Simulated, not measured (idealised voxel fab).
The name of this process module is voxel ribs on slabs.
In the cross-section labelled cut, the width is 235 nm and each square cell is 5 nm.
Each cross-section below is a grid of square cells, stated as bands in top-down order, with one or more rows of cells making up each band.
Band: top height; bottom height; in nm. Then, left to right: material with width in nm, for each material. "full width": a single material spanning edge to edge. "empty": empty space.
Height datum 0, below which the as-received substrate wafer is one material. Lowest band open at the bottom, running downward: "top 0, no bottom".
Per-row width for "30->40": begins at first number (top row of band), ends at second number (bottom row), increment between rows held constant.
"no change" after a step means that no cell of the cross-section changed.
"Enclosed void entries" means: voids of 8 cells or more that are shut off from the top with no open way through. Written width x height at distance, distance from the left edge, in nm.
It should be noted that, on the line of a given step, the content following the step's settings is a remark produced by the simulator itself with respect to that step.
"overlay nm" denotes, for a step that has a mask, the displacement of the mask to the right of its planned place, with negative values corresponding to the left.

### Set out below are the planned steps of the process
step 1: RECEIVE with material Si
step 2: DIRECTIONAL_DEP with material SiO2, thk nm 25
step 3: DIRECTIONAL_DEP with material polySi, thk nm 25
step 4: DIRECTIONAL_DEP with material aC, thk nm 10
step 5: PATTERN with tone cover, mask id RIB, material resist, width nm 25, thk nm 25, overlay nm 0
step 6: DIRECTIONAL_ETCH with etch materials aC, depth nm 10
step 7: STRIP with etch materials resist
step 8: DIRECTIONAL_ETCH with etch materials polySi, depth nm 10
step 9: STRIP with etch materials aC
step 10: DIRECTIONAL_DEP with material aC, thk nm 15
step 11: PATTERN with tone cover, mask id SLAB, material resist, width nm 65, thk nm 35, overlay nm 0
step 12: DIRECTIONAL_ETCH with etch materials aC, depth nm 15
step 13: STRIP with etch materials resist
step 14: DIRECTIONAL_ETCH with etch materials polySi, depth nm 15
step 15: STRIP with etch materials aC
step 16: FILL_DEP with material SiO2, thk nm 30
step 17: CMP with height nm 70
step 18: DIRECTIONAL_DEP with material W, thk nm 5
step 19: PATTERN with tone cover, mask id HEATER, material resist, width nm 35, thk nm 15, overlay nm 0
step 20: DIRECTIONAL_ETCH with etch materials W, depth nm 5
step 21: STRIP with etch materials resist
step 22: CONFORMAL_DEP with material SiN, thk nm 5

### As-received wafer cross-section (after step 1)
- top 0, no bottom | Si full width
- Enclosed void entries: none

### Cross-section at module end, one run error; start and plan unchanged from above
- top 80, bottom 75 | 95 of empty | 45 of SiN | 95 of empty
- top 75, bottom 70 | 100 of SiN | 35 of W | 100 of SiN
- top 70, bottom 25 | SiO2 full width
- top 25, bottom 0 | polySi full width
- top 0, no bottom | Si full width
- Enclosed void entries: none
Error vs. plan: the executed order of steps 2 and 3 is the reverse of that specified in the plan, each step having taken the other's position
